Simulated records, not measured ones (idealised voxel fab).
Process module under the name voxel tone inversion
Cross-section cut: width 255 nm, square cells of 5 nm.
Format of a cross-section: grid, square cells. Given as bands. Order: top down. Band: one or more rows of cells. Read a band's entry like this: the first values are the height of its top and the height of its bottom in nm, and what follows is the sequence of materials from left to right, each with its width in nm. Note that "blank" is empty space, and that a single material marked "everywhere" reaches across the band from edge to edge. Ref level 0: as-received wafer is one material below here. Bottom band extends down with no lower bound ("0..down"). Note: "30 to 40" means the width goes from the first number (top row of the band) to the second number (bottom row) in equal steps per row of cells. What does "everything unchanged" mean for a step? It means no cell of the cross-section changed in that step. Under "Fully enclosed voids" you'll find the enclosed gaps, the ones with no way out to the top, that are 8 cells or bigger; each reads width x height at distance, with distance counted from the left edge, everything in nm. Post-settings text on a step line: simulator's own remark regarding the step. If you see "overlay nm" on a step's line and that step has a mask, it's telling you how far right of where it was planned the mask ended up; a negative number means it went left instead.

Planned process steps
1,RECEIVE,material Si
2,CONFORMAL_DEP,material SiN,thk nm 10
3,DIRECTIONAL_DEP,material polySi,thk nm 25
4,PATTERN,tone cover,mask id POSTS,material resist,width nm 15,pitch nm 40,thk nm 30,overlay nm 0
5,DIRECTIONAL_ETCH,etch materials polySi,depth nm 25
6,STRIP,etch materials resist
7,FILL_DEP,material lowk,thk nm 5
8,CMP,height nm 35
9,STRIP,etch materials polySi
10,CONFORMAL_DEP,material TiN,thk nm 5
11,FILL_DEP,material Cu,thk nm 10
12,CMP,height nm 35
13,CONFORMAL_DEP,material SiCN,thk nm 5
What sets these wafers apart? The width nm at step 4. They all start alike, and the plan carries the first wafer's value.

Cross-section of the first of several wafers on receipt, reflecting completion of step 1
- 0..down = Si everywhere
- Fully enclosed voids: none

Take any row and you have a wafer at the end of the module: how many cells of each material it has gained (+) or lost (-) since it was received, and then its closed voids
width nm 15 | +8 Cu | +51 SiCN | +102 SiN | +22 TiN | +225 lowk | Fully enclosed voids: none
width nm 20 | +16 Cu | +51 SiCN | +102 SiN | +24 TiN | +215 lowk | Fully enclosed voids: none
width nm 25 | +24 Cu | +51 SiCN | +102 SiN | +26 TiN | +205 lowk | Fully enclosed voids: none
